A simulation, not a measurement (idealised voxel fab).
The name of this process module is voxel quadruple lines.
The figure presents cross-section cut, which has a width of 160 nm and is divided into square cells with an edge length of 5 nm.
If you're reading a cross-section in this doc, picture square cells in a grid; it comes to you as bands, top ones listed first down to the bottom, and a band can be one or more rows of cells. Band: top height; bottom height; in nm. Then, left to right: material with width in nm, for each material. "throughout": a single material spanning edge to edge. "blank": empty space. Ref level 0: as-received wafer is one material below here. Bottom band extends down with no lower bound ("0 -> down"). The notation "30..40" denotes a width that varies across the rows of cells in the band, beginning at the first number in the top row, finishing at the second number in the bottom row, and changing by an identical amount from each row to the next. You'll sometimes find "same as before" written for a step, and that's the way of saying that nowhere in the cross-section did a cell change during that step. Enclosed voids (no open way to top), threshold 8 cells or more, entry "Fully sealed voids", notation width x height at distance, distance from left edge, nm. Read whatever lies past the settings on a step's line as the simulator's own remark about the step. Regarding "overlay nm": on a step with a mask, it is the distance the mask lay to the right of its planned place; a negative value places it to the left. Pairs from here to the end. Each: cross-section before one process step, cross-section after it, the latter only as far down as the lowest band that changed. Under each: the step between, and its settings. Mind that the pairs may be taken from different runs of this module on the same starting wafer; whether a pair continues from the pair above depends on its entry headed "before", and it does only where that entry says so.
**before**
- 0 -> down | Si throughout
- Fully sealed voids: none
**Step Outcome**
- 5 -> 0 | Al2O3 throughout
- Note: structure below 0 unchanged.
- Fully sealed voids: none
Between the two cross-sections above, the process step reads CONFORMAL_DEP,material Al2O3,thk nm 5
before: The cross-section prior to this step is the one presented after the step of the pair immediately above.
**Step Outcome**
- 15 -> 5 | W throughout
- Note: structure below 5 unchanged.
- Fully sealed voids: none
Between the two cross-sections above, the process step reads DIRECTIONAL_DEP,material W,thk nm 10
before: The cross-section prior to this step is the one presented after the step of the pair immediately above.
**Step Outcome**
- 35 -> 15 | polySi throughout
- Note: structure below 15 unchanged.
- Fully sealed voids: none
Between the two cross-sections above, the process step reads DIRECTIONAL_DEP,material polySi,thk nm 20
before: The cross-section prior to this step is the one presented after the step of the pair immediately above.
**Step Outcome**
- 55 -> 35 | aC throughout
- Note: structure below 35 unchanged.
- Fully sealed voids: none
Between the two cross-sections above, the process step reads DIRECTIONAL_DEP,material aC,thk nm 20
before: The cross-section prior to this step is the one presented after the step of the pair immediately above.
**Step Outcome**
- 80 -> 55 | 40 blank / 20 resist / 40 blank / 20 resist / 40 blank
- Note: structure below 55 unchanged.
- Fully sealed voids: none
Between the two cross-sections above, the process step reads PATTERN,tone cover,mask id MANDREL,material resist,width nm 20,pitch nm 60,thk nm 25,overlay nm 0
before: The cross-section prior to this step is the one presented after the step of the pair immediately above.
**Step Outcome**
- 60 -> 55 | 40 blank / 20 resist / 40 blank / 20 resist / 40 blank
- 55 -> 35 | 40 blank / 20 aC / 40 blank / 20 aC / 40 blank
- Note: structure below 35 unchanged.
- Fully sealed voids: none
Between the two cross-sections above, the process step reads DIRECTIONAL_ETCH,etch materials aC,depth nm 20
before: The cross-section prior to this step is the one presented after the step of the pair immediately above.
**Step Outcome**
- 55 -> 35 | 40 blank / 20 aC / 40 blank / 20 aC / 40 blank
- Note: structure below 35 unchanged.
- Fully sealed voids: none
Between the two cross-sections above, the process step reads STRIP,etch materials resist
before: The cross-section prior to this step is the one presented after the step of the pair immediately above.
**Step Outcome**
- 65 -> 55 | 30 blank / 40 SiO2 / 20 blank / 40 SiO2 / 30 blank
- 55 -> 45 | 30 blank / 10 SiO2 / 20 aC / 10 SiO2 / 20 blank / 10 SiO2 / 20 aC / 10 SiO2 / 30 blank
- 45 -> 35 | 40 SiO2 / 20 aC / 40 SiO2 / 20 aC / 40 SiO2
- Note: structure below 35 unchanged.
- Fully sealed voids: none
Between the two cross-sections above, the process step reads CONFORMAL_DEP,material SiO2,thk nm 10
before: The cross-section prior to this step is the one presented after the step of the pair immediately above.
**Step Outcome**
- 55 -> 35 | 30 blank / 10 SiO2 / 20 aC / 10 SiO2 / 20 blank / 10 SiO2 / 20 aC / 10 SiO2 / 30 blank
- Note: structure below 35 unchanged.
- Fully sealed voids: none
Between the two cross-sections above, the process step reads DIRECTIONAL_ETCH,etch materials SiO2,depth nm 10
before: The cross-section prior to this step is the one presented after the step of the pair immediately above.
**Step Outcome**
- 55 -> 35 | 30 blank / 10 SiO2 / 20 blank / 10 SiO2 / 20 blank / 10 SiO2 / 20 blank / 10 SiO2 / 30 blank
- Note: structure below 35 unchanged.
- Fully sealed voids: none
Between the two cross-sections above, the process step reads STRIP,etch materials aC
before: The cross-section prior to this step is the one presented after the step of the pair immediately above.
**Step Outcome**
- 55 -> 35 | 30 blank / 10 SiO2 / 20 blank / 10 SiO2 / 20 blank / 10 SiO2 / 20 blank / 10 SiO2 / 30 blank
- 35 -> 15 | 30 blank / 10 polySi / 20 blank / 10 polySi / 20 blank / 10 polySi / 20 blank / 10 polySi / 30 blank
- Note: structure below 15 unchanged.
- Fully sealed voids: none
Between the two cross-sections above, the process step reads DIRECTIONAL_ETCH,etch materials polySi,depth nm 20
before: The cross-section prior to this step is the one presented after the step of the pair immediately above.
**Step Outcome**
- 35 -> 15 | 30 blank / 10 polySi / 20 blank / 10 polySi / 20 blank / 10 polySi / 20 blank / 10 polySi / 30 blank
- Note: structure below 15 unchanged.
- Fully sealed voids: none
Between the two cross-sections above, the process step reads STRIP,etch materials SiO2
before: The cross-section prior to this step is the one presented after the step of the pair immediately above.
**Step Outcome**
- 40 -> 35 | 25 blank / 20 SiN / 10 blank / 20 SiN / 10 blank / 20 SiN / 10 blank / 20 SiN / 25 blank
- 35 -> 20 | 25 blank / 5 SiN / 10 polySi / 5 SiN / 10 blank / 5 SiN / 10 polySi / 5 SiN / 10 blank / 5 SiN / 10 polySi / 5 SiN / 10 blank / 5 SiN / 10 polySi / 5 SiN / 25 blank
- 20 -> 15 | 30 SiN / 10 polySi / 20 SiN / 10 polySi / 20 SiN / 10 polySi / 20 SiN / 10 polySi / 30 SiN
- Note: structure below 15 unchanged.
- Fully sealed voids: none
Between the two cross-sections above, the process step reads CONFORMAL_DEP,material SiN,thk nm 5
before: The cross-section prior to this step is the one presented after the step of the pair immediately above.
**Step Outcome**
- 35 -> 15 | 25 blank / 5 SiN / 10 polySi / 5 SiN / 10 blank / 5 SiN / 10 polySi / 5 SiN / 10 blank / 5 SiN / 10 polySi / 5 SiN / 10 blank / 5 SiN / 10 polySi / 5 SiN / 25 blank
- Note: structure below 15 unchanged.
- Fully sealed voids: none
Between the two cross-sections above, the process step reads DIRECTIONAL_ETCH,etch materials SiN,depth nm 5
before: The cross-section prior to this step is the one presented after the step of the pair immediately above.
**Step Outcome**
- 35 -> 15 | 25 blank / 5 SiN / 10 blank / 5 SiN / 10 blank / 5 SiN / 10 blank / 5 SiN / 10 blank / 5 SiN / 10 blank / 5 SiN / 10 blank / 5 SiN / 10 blank / 5 SiN / 25 blank
- Note: structure below 15 unchanged.
- Fully sealed voids: none
Between the two cross-sections above, the process step reads STRIP,etch materials polySi
before: The cross-section prior to this step is the one presented after the step of the pair immediately above.
**Step Outcome**
- 35 -> 15 | 25 blank / 5 SiN / 10 blank / 5 SiN / 10 blank / 5 SiN / 10 blank / 5 SiN / 10 blank / 5 SiN / 10 blank / 5 SiN / 10 blank / 5 SiN / 10 blank / 5 SiN / 25 blank
- 15 -> 5 | 25 blank / 5 W / 10 blank / 5 W / 10 blank / 5 W / 10 blank / 5 W / 10 blank / 5 W / 10 blank / 5 W / 10 blank / 5 W / 10 blank / 5 W / 25 blank
- Note: structure below 5 unchanged.
- Fully sealed voids: none
Between the two cross-sections above, the process step reads DIRECTIONAL_ETCH,etch materials W,depth nm 10
before: The cross-section prior to this step is the one presented after the step of the pair immediately above.
**Step Outcome**
- 15 -> 5 | 25 blank / 5 W / 10 blank / 5 W / 10 blank / 5 W / 10 blank / 5 W / 10 blank / 5 W / 10 blank / 5 W / 10 blank / 5 W / 10 blank / 5 W / 25 blank
- Note: structure below 5 unchanged.
- Fully sealed voids: none
Between the two cross-sections above, the process step reads STRIP,etch materials SiN
**before**
- 0 -> down | Si throughout
- Fully sealed voids: none
**Step Outcome**
- 10 -> 0 | W throughout
- Note: structure below 0 unchanged.
- Fully sealed voids: none
Between the two cross-sections above, the process step reads DIRECTIONAL_DEP,material W,thk nm 10
before: The cross-section prior to this step is the one presented after the step of the pair immediately above.
**Step Outcome**
- 30 -> 10 | polySi throughout
- Note: structure below 10 unchanged.
- Fully sealed voids: none
Between the two cross-sections above, the process step reads DIRECTIONAL_DEP,material polySi,thk nm 20
before: The cross-section prior to this step is the one presented after the step of the pair immediately above.
**Step Outcome**
- 50 -> 30 | aC throughout
- Note: structure below 30 unchanged.
- Fully sealed voids: none
Between the two cross-sections above, the process step reads DIRECTIONAL_DEP,material aC,thk nm 20
before: The cross-section prior to this step is the one presented after the step of the pair immediately above.
**Step Outcome**
- 75 -> 50 | 40 blank / 20 resist / 40 blank / 20 resist / 40 blank
- Note: structure below 50 unchanged.
- Fully sealed voids: none
Between the two cross-sections above, the process step reads PATTERN,tone cover,mask id MANDREL,material resist,width nm 20,pitch nm 60,thk nm 25,overlay nm 0
before: The cross-section prior to this step is the one presented after the step of the pair immediately above.
**Step Outcome**
- 55 -> 50 | 40 blank / 20 resist / 40 blank / 20 resist / 40 blank
- 50 -> 30 | 40 blank / 20 aC / 40 blank / 20 aC / 40 blank
- Note: structure below 30 unchanged.
- Fully sealed voids: none
Between the two cross-sections above, the process step reads DIRECTIONAL_ETCH,etch materials aC,depth nm 20
before: The cross-section prior to this step is the one presented after the step of the pair immediately above.
**Step Outcome**
- 50 -> 30 | 40 blank / 20 aC / 40 blank / 20 aC / 40 blank
- Note: structure below 30 unchanged.
- Fully sealed voids: none
Between the two cross-sections above, the process step reads STRIP,etch materials resist
before: The cross-section prior to this step is the one presented after the step of the pair immediately above.
**Step Outcome**
- 60 -> 50 | 30 blank / 40 SiO2 / 20 blank / 40 SiO2 / 30 blank
- 50 -> 40 | 30 blank / 10 SiO2 / 20 aC / 10 SiO2 / 20 blank / 10 SiO2 / 20 aC / 10 SiO2 / 30 blank
- 40 -> 30 | 40 SiO2 / 20 aC / 40 SiO2 / 20 aC / 40 SiO2
- Note: structure below 30 unchanged.
- Fully sealed voids: none
Between the two cross-sections above, the process step reads CONFORMAL_DEP,material SiO2,thk nm 10
before: The cross-section prior to this step is the one presented after the step of the pair immediately above.
**Step Outcome**
- 50 -> 30 | 30 blank / 10 SiO2 / 20 aC / 10 SiO2 / 20 blank / 10 SiO2 / 20 aC / 10 SiO2 / 30 blank
- Note: structure below 30 unchanged.
- Fully sealed voids: none
Between the two cross-sections above, the process step reads DIRECTIONAL_ETCH,etch materials SiO2,depth nm 10
before: The cross-section prior to this step is the one presented after the step of the pair immediately above.
**Step Outcome**
- 50 -> 30 | 30 blank / 10 SiO2 / 20 blank / 10 SiO2 / 20 blank / 10 SiO2 / 20 blank / 10 SiO2 / 30 blank
- Note: structure below 30 unchanged.
- Fully sealed voids: none
Between the two cross-sections above, the process step reads STRIP,etch materials aC
before: The cross-section prior to this step is the one presented after the step of the pair immediately above.
**Step Outcome**
- 50 -> 30 | 30 blank / 10 SiO2 / 20 blank / 10 SiO2 / 20 blank / 10 SiO2 / 20 blank / 10 SiO2 / 30 blank
- 30 -> 10 | 30 blank / 10 polySi / 20 blank / 10 polySi / 20 blank / 10 polySi / 20 blank / 10 polySi / 30 blank
- Note: structure below 10 unchanged.
- Fully sealed voids: none
Between the two cross-sections above, the process step reads DIRECTIONAL_ETCH,etch materials polySi,depth nm 20
before: The cross-section prior to this step is the one presented after the step of the pair immediately above.
**Step Outcome**
- 30 -> 10 | 30 blank / 10 polySi / 20 blank / 10 polySi / 20 blank / 10 polySi / 20 blank / 10 polySi / 30 blank
- Note: structure below 10 unchanged.
- Fully sealed voids: none
Between the two cross-sections above, the process step reads STRIP,etch materials SiO2
before: The cross-section prior to this step is the one presented after the step of the pair immediately above.
**Step Outcome**
- 35 -> 30 | 25 blank / 20 SiN / 10 blank / 20 SiN / 10 blank / 20 SiN / 10 blank / 20 SiN / 25 blank
- 30 -> 15 | 25 blank / 5 SiN / 10 polySi / 5 SiN / 10 blank / 5 SiN / 10 polySi / 5 SiN / 10 blank / 5 SiN / 10 polySi / 5 SiN / 10 blank / 5 SiN / 10 polySi / 5 SiN / 25 blank
- 15 -> 10 | 30 SiN / 10 polySi / 20 SiN / 10 polySi / 20 SiN / 10 polySi / 20 SiN / 10 polySi / 30 SiN
- Note: structure below 10 unchanged.
- Fully sealed voids: none
Between the two cross-sections above, the process step reads CONFORMAL_DEP,material SiN,thk nm 5
before: The cross-section prior to this step is the one presented after the step of the pair immediately above.
**Step Outcome**
- 30 -> 10 | 25 blank / 5 SiN / 10 polySi / 5 SiN / 10 blank / 5 SiN / 10 polySi / 5 SiN / 10 blank / 5 SiN / 10 polySi / 5 SiN / 10 blank / 5 SiN / 10 polySi / 5 SiN / 25 blank
- Note: structure below 10 unchanged.
- Fully sealed voids: none
Between the two cross-sections above, the process step reads DIRECTIONAL_ETCH,etch materials SiN,depth nm 5
before: The cross-section prior to this step is the one presented after the step of the pair immediately above.
**Step Outcome**
- 30 -> 10 | 25 blank / 5 SiN / 10 blank / 5 SiN / 10 blank / 5 SiN / 10 blank / 5 SiN / 10 blank / 5 SiN / 10 blank / 5 SiN / 10 blank / 5 SiN / 10 blank / 5 SiN / 25 blank
- Note: structure below 10 unchanged.
- Fully sealed voids: none
Between the two cross-sections above, the process step reads STRIP,etch materials polySi
before: The cross-section prior to this step is the one presented after the step of the pair immediately above.
**Step Outcome**
- 30 -> 10 | 25 blank / 5 SiN / 10 blank / 5 SiN / 10 blank / 5 SiN / 10 blank / 5 SiN / 10 blank / 5 SiN / 10 blank / 5 SiN / 10 blank / 5 SiN / 10 blank / 5 SiN / 25 blank
- 10 -> 0 | 25 blank / 5 W / 10 blank / 5 W / 10 blank / 5 W / 10 blank / 5 W / 10 blank / 5 W / 10 blank / 5 W / 10 blank / 5 W / 10 blank / 5 W / 25 blank
- Note: structure below 0 unchanged.
- Fully sealed voids: none
Between the two cross-sections above, the process step reads DIRECTIONAL_ETCH,etch materials W,depth nm 10
before: The cross-section prior to this step is the one presented after the step of the pair immediately above.
**Step Outcome**
- 10 -> 0 | 25 blank / 5 W / 10 blank / 5 W / 10 blank / 5 W / 10 blank / 5 W / 10 blank / 5 W / 10 blank / 5 W / 10 blank / 5 W / 10 blank / 5 W / 25 blank
- Note: structure below 0 unchanged.
- Fully sealed voids: none
Between the two cross-sections above, the process step reads STRIP,etch materials SiN
**before**
- 5 -> 0 | Al2O3 throughout
- 0 -> down | Si throughout
- Fully sealed voids: none
**Step Outcome**
- 25 -> 5 | polySi throughout
- Note: structure below 5 unchanged.
- Fully sealed voids: none
Between the two cross-sections above, the process step reads DIRECTIONAL_DEP,material polySi,thk nm 20
before: The cross-section prior to this step is the one presented after the step of the pair immediately above.
**Step Outcome**
- 35 -> 25 | W throughout
- Note: structure below 25 unchanged.
- Fully sealed voids: none
Between the two cross-sections above, the process step reads DIRECTIONAL_DEP,material W,thk nm 10
before: The cross-section prior to this step is the one presented after the step of the pair immediately above.
**Step Outcome**
- 55 -> 35 | aC throughout
- Note: structure below 35 unchanged.
- Fully sealed voids: none
Between the two cross-sections above, the process step reads DIRECTIONAL_DEP,material aC,thk nm 20
before: The cross-section prior to this step is the one presented after the step of the pair immediately above.
**Step Outcome**
- 80 -> 55 | 40 blank / 20 resist / 40 blank / 20 resist / 40 blank
- Note: structure below 55 unchanged.
- Fully sealed voids: none
Between the two cross-sections above, the process step reads PATTERN,tone cover,mask id MANDREL,material resist,width nm 20,pitch nm 60,thk nm 25,overlay nm 0
before: The cross-section prior to this step is the one presented after the step of the pair immediately above.
**Step Outcome**
- 60 -> 55 | 40 blank / 20 resist / 40 blank / 20 resist / 40 blank
- 55 -> 35 | 40 blank / 20 aC / 40 blank / 20 aC / 40 blank
- Note: structure below 35 unchanged.
- Fully sealed voids: none
Between the two cross-sections above, the process step reads DIRECTIONAL_ETCH,etch materials aC,depth nm 20
before: The cross-section prior to this step is the one presented after the step of the pair immediately above.
**Step Outcome**
- 55 -> 35 | 40 blank / 20 aC / 40 blank / 20 aC / 40 blank
- Note: structure below 35 unchanged.
- Fully sealed voids: none
Between the two cross-sections above, the process step reads STRIP,etch materials resist
before: The cross-section prior to this step is the one presented after the step of the pair immediately above.
**Step Outcome**
- 65 -> 55 | 30 blank / 40 SiO2 / 20 blank / 40 SiO2 / 30 blank
- 55 -> 45 | 30 blank / 10 SiO2 / 20 aC / 10 SiO2 / 20 blank / 10 SiO2 / 20 aC / 10 SiO2 / 30 blank
- 45 -> 35 | 40 SiO2 / 20 aC / 40 SiO2 / 20 aC / 40 SiO2
- Note: structure below 35 unchanged.
- Fully sealed voids: none
Between the two cross-sections above, the process step reads CONFORMAL_DEP,material SiO2,thk nm 10
before: The cross-section prior to this step is the one presented after the step of the pair immediately above.
**Step Outcome**
- 55 -> 35 | 30 blank / 10 SiO2 / 20 aC / 10 SiO2 / 20 blank / 10 SiO2 / 20 aC / 10 SiO2 / 30 blank
- Note: structure below 35 unchanged.
- Fully sealed voids: none
Between the two cross-sections above, the process step reads DIRECTIONAL_ETCH,etch materials SiO2,depth nm 10
before: The cross-section prior to this step is the one presented after the step of the pair immediately above.
**Step Outcome**
- 55 -> 35 | 30 blank / 10 SiO2 / 20 blank / 10 SiO2 / 20 blank / 10 SiO2 / 20 blank / 10 SiO2 / 30 blank
- Note: structure below 35 unchanged.
- Fully sealed voids: none
Between the two cross-sections above, the process step reads STRIP,etch materials aC
before: The cross-section prior to this step is the one presented after the step of the pair immediately above.
**Step Outcome**
- 35 -> 25 | W throughout
- Note: structure below 25 unchanged.
- Fully sealed voids: none
Between the two cross-sections above, the process step reads STRIP,etch materials SiO2
before: The cross-section prior to this step is the one presented after the step of the pair immediately above.
**Step Outcome**
- 40 -> 35 | SiN throughout
- Note: structure below 35 unchanged.
- Fully sealed voids: none
Between the two cross-sections above, the process step reads CONFORMAL_DEP,material SiN,thk nm 5
before: The cross-section prior to this step is the one presented after the step of the pair immediately above.
**Step Outcome**
- 35 -> 25 | W throughout
- Note: structure below 25 unchanged.
- Fully sealed voids: none
Between the two cross-sections above, the process step reads DIRECTIONAL_ETCH,etch materials SiN,depth nm 5
before: The cross-section prior to this step is the one presented after the step of the pair immediately above.
**Step Outcome**
- 25 -> 5 | polySi throughout
- Note: structure below 5 unchanged.
- Fully sealed voids: none
Between the two cross-sections above, the process step reads DIRECTIONAL_ETCH,etch materials W,depth nm 10
**before**
- 0 -> down | Si throughout
- Fully sealed voids: none
**Step Outcome**
- 15 -> 0 | Al2O3 throughout
- Note: structure below 0 unchanged.
- Fully sealed voids: none
Between the two cross-sections above, the process step reads CONFORMAL_DEP,material Al2O3,thk nm 15
before: The cross-section prior to this step is the one presented after the step of the pair immediately above.
**Step Outcome**
- 25 -> 15 | W throughout
- Note: structure below 15 unchanged.
- Fully sealed voids: none
Between the two cross-sections above, the process step reads DIRECTIONAL_DEP,material W,thk nm 10
before: The cross-section prior to this step is the one presented after the step of the pair immediately above.
**Step Outcome**
- 45 -> 25 | polySi throughout
- Note: structure below 25 unchanged.
- Fully sealed voids: none
Between the two cross-sections above, the process step reads DIRECTIONAL_DEP,material polySi,thk nm 20
before: The cross-section prior to this step is the one presented after the step of the pair immediately above.
**Step Outcome**
- 65 -> 45 | aC throughout
- Note: structure below 45 unchanged.
- Fully sealed voids: none
Between the two cross-sections above, the process step reads DIRECTIONAL_DEP,material aC,thk nm 20
before: The cross-section prior to this step is the one presented after the step of the pair immediately above.
**Step Outcome**
- 90 -> 65 | 40 blank / 20 resist / 40 blank / 20 resist / 40 blank
- Note: structure below 65 unchanged.
- Fully sealed voids: none
Between the two cross-sections above, the process step reads PATTERN,tone cover,mask id MANDREL,material resist,width nm 20,pitch nm 60,thk nm 25,overlay nm 0
before: The cross-section prior to this step is the one presented after the step of the pair immediately above.
**Step Outcome**
- 70 -> 65 | 40 blank / 20 resist / 40 blank / 20 resist / 40 blank
- 65 -> 45 | 40 blank / 20 aC / 40 blank / 20 aC / 40 blank
- Note: structure below 45 unchanged.
- Fully sealed voids: none
Between the two cross-sections above, the process step reads DIRECTIONAL_ETCH,etch materials aC,depth nm 20
before: The cross-section prior to this step is the one presented after the step of the pair immediately above.
**Step Outcome**
- 65 -> 45 | 40 blank / 20 aC / 40 blank / 20 aC / 40 blank
- Note: structure below 45 unchanged.
- Fully sealed voids: none
Between the two cross-sections above, the process step reads STRIP,etch materials resist
before: The cross-section prior to this step is the one presented after the step of the pair immediately above.
**Step Outcome**
- 75 -> 65 | 30 blank / 40 SiO2 / 20 blank / 40 SiO2 / 30 blank
- 65 -> 55 | 30 blank / 10 SiO2 / 20 aC / 10 SiO2 / 20 blank / 10 SiO2 / 20 aC / 10 SiO2 / 30 blank
- 55 -> 45 | 40 SiO2 / 20 aC / 40 SiO2 / 20 aC / 40 SiO2
- Note: structure below 45 unchanged.
- Fully sealed voids: none
Between the two cross-sections above, the process step reads CONFORMAL_DEP,material SiO2,thk nm 10
before: The cross-section prior to this step is the one presented after the step of the pair immediately above.
**Step Outcome**
- 65 -> 45 | 30 blank / 10 SiO2 / 20 aC / 10 SiO2 / 20 blank / 10 SiO2 / 20 aC / 10 SiO2 / 30 blank
- Note: structure below 45 unchanged.
- Fully sealed voids: none
Between the two cross-sections above, the process step reads DIRECTIONAL_ETCH,etch materials SiO2,depth nm 10
before: The cross-section prior to this step is the one presented after the step of the pair immediately above.
**Step Outcome**
- 65 -> 45 | 30 blank / 10 SiO2 / 20 blank / 10 SiO2 / 20 blank / 10 SiO2 / 20 blank / 10 SiO2 / 30 blank
- Note: structure below 45 unchanged.
- Fully sealed voids: none
Between the two cross-sections above, the process step reads STRIP,etch materials aC
before: The cross-section prior to this step is the one presented after the step of the pair immediately above.
**Step Outcome**
- 65 -> 45 | 30 blank / 10 SiO2 / 20 blank / 10 SiO2 / 20 blank / 10 SiO2 / 20 blank / 10 SiO2 / 30 blank
- 45 -> 25 | 30 blank / 10 polySi / 20 blank / 10 polySi / 20 blank / 10 polySi / 20 blank / 10 polySi / 30 blank
- Note: structure below 25 unchanged.
- Fully sealed voids: none
Between the two cross-sections above, the process step reads DIRECTIONAL_ETCH,etch materials polySi,depth nm 20
before: The cross-section prior to this step is the one presented after the step of the pair immediately above.
**Step Outcome**
- 45 -> 25 | 30 blank / 10 polySi / 20 blank / 10 polySi / 20 blank / 10 polySi / 20 blank / 10 polySi / 30 blank
- Note: structure below 25 unchanged.
- Fully sealed voids: none
Between the two cross-sections above, the process step reads STRIP,etch materials SiO2
before: The cross-section prior to this step is the one presented after the step of the pair immediately above.
**Step Outcome**
- 50 -> 45 | 25 blank / 20 SiN / 10 blank / 20 SiN / 10 blank / 20 SiN / 10 blank / 20 SiN / 25 blank
- 45 -> 30 | 25 blank / 5 SiN / 10 polySi / 5 SiN / 10 blank / 5 SiN / 10 polySi / 5 SiN / 10 blank / 5 SiN / 10 polySi / 5 SiN / 10 blank / 5 SiN / 10 polySi / 5 SiN / 25 blank
- 30 -> 25 | 30 SiN / 10 polySi / 20 SiN / 10 polySi / 20 SiN / 10 polySi / 20 SiN / 10 polySi / 30 SiN
- Note: structure below 25 unchanged.
- Fully sealed voids: none
Between the two cross-sections above, the process step reads CONFORMAL_DEP,material SiN,thk nm 5
before: The cross-section prior to this step is the one presented after the step of the pair immediately above.
**Step Outcome**
- 45 -> 25 | 25 blank / 5 SiN / 10 polySi / 5 SiN / 10 blank / 5 SiN / 10 polySi / 5 SiN / 10 blank / 5 SiN / 10 polySi / 5 SiN / 10 blank / 5 SiN / 10 polySi / 5 SiN / 25 blank
- Note: structure below 25 unchanged.
- Fully sealed voids: none
Between the two cross-sections above, the process step reads DIRECTIONAL_ETCH,etch materials SiN,depth nm 5
before: The cross-section prior to this step is the one presented after the step of the pair immediately above.
**Step Outcome**
- 45 -> 25 | 25 blank / 5 SiN / 10 blank / 5 SiN / 10 blank / 5 SiN / 10 blank / 5 SiN / 10 blank / 5 SiN / 10 blank / 5 SiN / 10 blank / 5 SiN / 10 blank / 5 SiN / 25 blank
- Note: structure below 25 unchanged.
- Fully sealed voids: none
Between the two cross-sections above, the process step reads STRIP,etch materials polySi
before: The cross-section prior to this step is the one presented after the step of the pair immediately above.
**Step Outcome**
- 45 -> 25 | 25 blank / 5 SiN / 10 blank / 5 SiN / 10 blank / 5 SiN / 10 blank / 5 SiN / 10 blank / 5 SiN / 10 blank / 5 SiN / 10 blank / 5 SiN / 10 blank / 5 SiN / 25 blank
- 25 -> 15 | 25 blank / 5 W / 10 blank / 5 W / 10 blank / 5 W / 10 blank / 5 W / 10 blank / 5 W / 10 blank / 5 W / 10 blank / 5 W / 10 blank / 5 W / 25 blank
- Note: structure below 15 unchanged.
- Fully sealed voids: none
Between the two cross-sections above, the process step reads DIRECTIONAL_ETCH,etch materials W,depth nm 10
before: The cross-section prior to this step is the one presented after the step of the pair immediately above.
**Step Outcome**
- 25 -> 15 | 25 blank / 5 W / 10 blank / 5 W / 10 blank / 5 W / 10 blank / 5 W / 10 blank / 5 W / 10 blank / 5 W / 10 blank / 5 W / 10 blank / 5 W / 25 blank
- Note: structure below 15 unchanged.
- Fully sealed voids: none
Between the two cross-sections above, the process step reads STRIP,etch materials SiN
**before**
- 55 -> 35 | aC throughout
- 35 -> 15 | polySi throughout
- 15 -> 5 | W throughout
- 5 -> 0 | Al2O3 throughout
- 0 -> down | Si throughout
- Fully sealed voids: none
**Step Outcome**
- 80 -> 55 | 35 blank / 30 resist / 30 blank / 30 resist / 35 blank
- Note: structure below 55 unchanged.
- Fully sealed voids: none
Between the two cross-sections above, the process step reads PATTERN,tone cover,mask id MANDREL,material resist,width nm 30,pitch nm 60,thk nm 25,overlay nm 0
before: The cross-section prior to this step is the one presented after the step of the pair immediately above.
**Step Outcome**
- 60 -> 55 | 35 blank / 30 resist / 30 blank / 30 resist / 35 blank
- 55 -> 35 | 35 blank / 30 aC / 30 blank / 30 aC / 35 blank
- Note: structure below 35 unchanged.
- Fully sealed voids: none
Between the two cross-sections above, the process step reads DIRECTIONAL_ETCH,etch materials aC,depth nm 20
before: The cross-section prior to this step is the one presented after the step of the pair immediately above.
**Step Outcome**
- 55 -> 35 | 35 blank / 30 aC / 30 blank / 30 aC / 35 blank
- Note: structure below 35 unchanged.
- Fully sealed voids: none
Between the two cross-sections above, the process step reads STRIP,etch materials resist
before: The cross-section prior to this step is the one presented after the step of the pair immediately above.
**Step Outcome**
- 65 -> 55 | 25 blank / 50 SiO2 / 10 blank / 50 SiO2 / 25 blank
- 55 -> 45 | 25 blank / 10 SiO2 / 30 aC / 10 SiO2 / 10 blank / 10 SiO2 / 30 aC / 10 SiO2 / 25 blank
- 45 -> 35 | 35 SiO2 / 30 aC / 30 SiO2 / 30 aC / 35 SiO2
- Note: structure below 35 unchanged.
- Fully sealed voids: none
Between the two cross-sections above, the process step reads CONFORMAL_DEP,material SiO2,thk nm 10
before: The cross-section prior to this step is the one presented after the step of the pair immediately above.
**Step Outcome**
- 55 -> 35 | 25 blank / 10 SiO2 / 30 aC / 10 SiO2 / 10 blank / 10 SiO2 / 30 aC / 10 SiO2 / 25 blank
- Note: structure below 35 unchanged.
- Fully sealed voids: none
Between the two cross-sections above, the process step reads DIRECTIONAL_ETCH,etch materials SiO2,depth nm 10
before: The cross-section prior to this step is the one presented after the step of the pair immediately above.
**Step Outcome**
- 55 -> 35 | 25 blank / 10 SiO2 / 30 blank / 10 SiO2 / 10 blank / 10 SiO2 / 30 blank / 10 SiO2 / 25 blank
- Note: structure below 35 unchanged.
- Fully sealed voids: none
Between the two cross-sections above, the process step reads STRIP,etch materials aC
before: The cross-section prior to this step is the one presented after the step of the pair immediately above.
**Step Outcome**
- 55 -> 35 | 25 blank / 10 SiO2 / 30 blank / 10 SiO2 / 10 blank / 10 SiO2 / 30 blank / 10 SiO2 / 25 blank
- 35 -> 15 | 25 blank / 10 polySi / 30 blank / 10 polySi / 10 blank / 10 polySi / 30 blank / 10 polySi / 25 blank
- Note: structure below 15 unchanged.
- Fully sealed voids: none
Between the two cross-sections above, the process step reads DIRECTIONAL_ETCH,etch materials polySi,depth nm 20
before: The cross-section prior to this step is the one presented after the step of the pair immediately above.
**Step Outcome**
- 35 -> 15 | 25 blank / 10 polySi / 30 blank / 10 polySi / 10 blank / 10 polySi / 30 blank / 10 polySi / 25 blank
- Note: structure below 15 unchanged.
- Fully sealed voids: none
Between the two cross-sections above, the process step reads STRIP,etch materials SiO2
before: The cross-section prior to this step is the one presented after the step of the pair immediately above.
**Step Outcome**
- 40 -> 35 | 20 blank / 20 SiN / 20 blank / 40 SiN / 20 blank / 20 SiN / 20 blank
- 35 -> 20 | 20 blank / 5 SiN / 10 polySi / 5 SiN / 20 blank / 5 SiN / 10 polySi / 10 SiN / 10 polySi / 5 SiN / 20 blank / 5 SiN / 10 polySi / 5 SiN / 20 blank
- 20 -> 15 | 25 SiN / 10 polySi / 30 SiN / 10 polySi / 10 SiN / 10 polySi / 30 SiN / 10 polySi / 25 SiN
- Note: structure below 15 unchanged.
- Fully sealed voids: none
Between the two cross-sections above, the process step reads CONFORMAL_DEP,material SiN,thk nm 5
before: The cross-section prior to this step is the one presented after the step of the pair immediately above.
**Step Outcome**
- 35 -> 15 | 20 blank / 5 SiN / 10 polySi / 5 SiN / 20 blank / 5 SiN / 10 polySi / 10 SiN / 10 polySi / 5 SiN / 20 blank / 5 SiN / 10 polySi / 5 SiN / 20 blank
- Note: structure below 15 unchanged.
- Fully sealed voids: none
Between the two cross-sections above, the process step reads DIRECTIONAL_ETCH,etch materials SiN,depth nm 5
before: The cross-section prior to this step is the one presented after the step of the pair immediately above.
**Step Outcome**
- 35 -> 15 | 20 blank / 5 SiN / 10 blank / 5 SiN / 20 blank / 5 SiN / 10 blank / 10 SiN / 10 blank / 5 SiN / 20 blank / 5 SiN / 10 blank / 5 SiN / 20 blank
- Note: structure below 15 unchanged.
- Fully sealed voids: none
Between the two cross-sections above, the process step reads STRIP,etch materials polySi
